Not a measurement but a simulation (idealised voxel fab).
Process module in this document: voxel transistor to metal
Shown is cross-section cut, with a width of 215 nm and square cells of size 5 nm.
The cross-sections in this document take the form of a grid made of square cells. They are written out as bands, in order from top to bottom. Each band consists of one or more rows of cells.
For a band, the entry starts with two heights in nm, that of the top and then that of the bottom, and carries on with the band's materials in order from left to right, each alongside its width in nm; the word "edge to edge" beside a single material means it fills the band edge to edge, and "air" means empty space.
It should be noted that heights are counted from 0, beneath which the wafer as supplied is of one material throughout, and that the lowest band possesses no lower boundary but continues downward, as written in "0 and below".
So if you see something like "30..40" for the width, read it as the top row of the band sitting at the first number and the bottom row at the second, with every row in between moving by the same amount as the last.
The designation "no change occurred", where it is given for a processing step, indicates that no cell of the cross-section was altered in the course of that step.
"Closed void table" lists enclosed empty spaces (at least 8 cells, no open path upward to the top), each as width x height at distance from the left edge, in nm.
What comes after the settings on a step's line is commentary from the simulator itself on that step.
On any step carrying a mask, the "overlay nm" setting, if present on the step's line, tells how far right of its planned place the mask lay; negative values point to the left.

THE PROCESS STEPS THAT WERE PLANNED ARE LISTED BELOW
step 1: RECEIVE: material Si
step 2: CONFORMAL_DEP: material SiO2, thk nm 5
step 3: CONFORMAL_DEP: material SiN, thk nm 15
step 4: MASKED_ETCH: tone cover, mask id ACTIVE, width nm 100, etch materials SiN, depth nm 15, overlay nm 0
step 5: MASKED_ETCH: tone cover, mask id ACTIVE, width nm 100, etch materials SiO2, depth nm 5, overlay nm 0
step 6: MASKED_ETCH: tone cover, mask id ACTIVE, width nm 100, etch materials Si, depth nm 20, overlay nm 0
step 7: OXIDIZE: depth nm 5
step 8: FILL_DEP: material SiO2, thk nm 10
step 9: CMP: height nm 20
step 10: SELECTIVE_ETCH: etch materials SiO2, depth nm 10
step 11: STRIP: etch materials SiN
step 12: SELECTIVE_ETCH: etch materials SiO2, depth nm 5
step 13: OXIDIZE: depth nm 5
step 14: DIRECTIONAL_DEP: material polySi, thk nm 30
step 15: DIRECTIONAL_DEP: material SiCN, thk nm 15
step 16: DIRECTIONAL_DEP: material aC, thk nm 10
step 17: PATTERN: tone cover, mask id GATE, material resist, width nm 20, thk nm 25, overlay nm 0
step 18: DIRECTIONAL_ETCH: etch materials aC, depth nm 10
step 19: STRIP: etch materials resist
step 20: DIRECTIONAL_ETCH: etch materials SiCN, depth nm 25
step 21: DIRECTIONAL_ETCH: etch materials polySi, depth nm 40
step 22: STRIP: etch materials aC
step 23: CONFORMAL_DEP: material SiO2, thk nm 5
step 24: DIRECTIONAL_ETCH: etch materials SiO2, depth nm 5
step 25: CONFORMAL_DEP: material SiN, thk nm 10
step 26: DIRECTIONAL_ETCH: etch materials SiN, depth nm 10
step 27: DIRECTIONAL_ETCH: etch materials SiO2, depth nm 5
step 28: EPI: material SiGe, thk nm 5
step 29: FILL_DEP: material SiO2, thk nm 10
step 30: CMP: height nm 45
step 31: DIRECTIONAL_DEP: material SiO2, thk nm 15
step 32: DIRECTIONAL_DEP: material aC, thk nm 10
step 33: PATTERN: tone open, mask id CONTACT, material resist, width nm 30, pitch nm 60, thk nm 30, overlay nm 0
step 34: DIRECTIONAL_ETCH: etch materials aC, depth nm 10
step 35: STRIP: etch materials resist
step 36: DIRECTIONAL_ETCH: etch materials SiO2, depth nm 60
step 37: STRIP: etch materials aC
step 38: CONFORMAL_DEP: material TiN, thk nm 5
step 39: FILL_DEP: material Ru, thk nm 5
step 40: CMP: height nm 60
step 41: DIRECTIONAL_DEP: material TiN, thk nm 5
step 42: DIRECTIONAL_DEP: material Ru, thk nm 15
step 43: MASKED_ETCH: tone cover, mask id METAL_1, width nm 20, pitch nm 70, etch materials Ru, depth nm 15, overlay nm 0
step 44: MASKED_ETCH: tone cover, mask id METAL_1, width nm 20, pitch nm 70, etch materials TiN, depth nm 5, overlay nm 0
step 45: CONFORMAL_DEP: material SiN, thk nm 5
step 46: FILL_DEP: material lowk, thk nm 5
step 47: CMP: height nm 80
step 48: CONFORMAL_DEP: material SiCN, thk nm 5
step 49: DIRECTIONAL_DEP: material SiO2, thk nm 25
step 50: MASKED_ETCH: tone open, mask id METAL_2, width nm 20, pitch nm 70, etch materials SiO2, depth nm 15, overlay nm 0
step 51: MASKED_ETCH: tone open, mask id METAL_2_HOLES, width nm 15, pitch nm 70, etch materials SiO2, depth nm 10, overlay nm 0
step 52: MASKED_ETCH: tone open, mask id METAL_2_HOLES, width nm 15, pitch nm 70, etch materials SiCN, depth nm 5, overlay nm 0
step 53: CONFORMAL_DEP: material TiN, thk nm 5
step 54: FILL_DEP: material Cu, thk nm 5
step 55: CMP: height nm 110
step 56: CONFORMAL_DEP: material SiCN, thk nm 5

CROSS-SECTION, INCOMING MATERIAL, AFTER STEP 1
* 0 and below: Si edge to edge
* Closed void table: none

WAFER AT MODULE END, IN SECTION. BEGAN AS ABOVE, PLANNED AS ABOVE, RUN WITH ONE MISTAKE
* 115 down to 110: SiCN edge to edge
* 110 down to 100: SiO2: 60, then TiN: 5, then Cu: 10, then TiN: 5, then SiO2: 50, then TiN: 5, then Cu: 10, then TiN: 5, then SiO2: 65
* 100 down to 95: SiO2: 60, then TiN: 5, then Cu: 5, then TiN: 10, then SiO2: 50, then TiN: 5, then Cu: 5, then TiN: 10, then SiO2: 65
* 95 down to 85: SiO2: 60, then TiN: 5, then Cu: 5, then TiN: 5, then SiO2: 55, then TiN: 5, then Cu: 5, then TiN: 5, then SiO2: 70
* 85 down to 80: SiCN: 60, then TiN: 15, then SiCN: 55, then TiN: 15, then SiCN: 70
* 80 down to 65: lowk: 55, then SiN: 5, then Ru: 20, then SiN: 5, then lowk: 40, then SiN: 5, then Ru: 20, then SiN: 5, then lowk: 60
* 65 down to 60: SiN: 60, then TiN: 20, then SiN: 50, then TiN: 20, then SiN: 65
* 60 down to 50: SiO2: 60, then TiN: 5, then Ru: 20, then TiN: 5, then SiO2: 30, then TiN: 5, then Ru: 20, then TiN: 5, then SiO2: 65
* 50 down to 45: SiO2: 60, then TiN: 5, then Ru: 10, then TiN: 15, then SiO2: 30, then TiN: 15, then Ru: 10, then TiN: 5, then SiO2: 65
* 45 down to 30: SiO2: 60, then TiN: 5, then Ru: 10, then TiN: 5, then SiN: 10, then SiO2: 5, then SiCN: 20, then SiO2: 5, then SiN: 10, then TiN: 5, then Ru: 10, then TiN: 5, then SiO2: 65
* 30 down to 10: SiO2: 60, then TiN: 5, then Ru: 10, then TiN: 5, then SiN: 10, then SiO2: 5, then polySi: 20, then SiO2: 5, then SiN: 10, then TiN: 5, then Ru: 10, then TiN: 5, then SiO2: 65
* 10 down to 5: SiO2: 60, then TiN: 20, then SiN: 10, then SiO2: 5, then polySi: 20, then SiO2: 5, then SiN: 10, then TiN: 5, then Ru: 10, then TiN: 5, then SiO2: 65
* 5 down to 0: SiO2: 60, then SiN: 10, then TiN: 10, then SiN: 10, then SiO2: 5, then polySi: 20, then SiO2: 5, then SiN: 10, then TiN: 20, then SiN: 10, then SiO2: 55
* 0 down to -5: SiO2: 70, then SiGe: 10, then SiO2: 50, then SiGe: 20, then SiO2: 65
* -5 down to -25: SiO2: 60, then Si: 95, then SiO2: 60
* -25 and below: Si edge to edge
* Closed void table: none
Deviation noted in wafer processing: step 4 ran differently from the plan; actual operation with settings: MASKED_ETCH: tone cover, mask id ACTIVE, width nm 100, etch materials SiN, depth nm 15, overlay nm 5
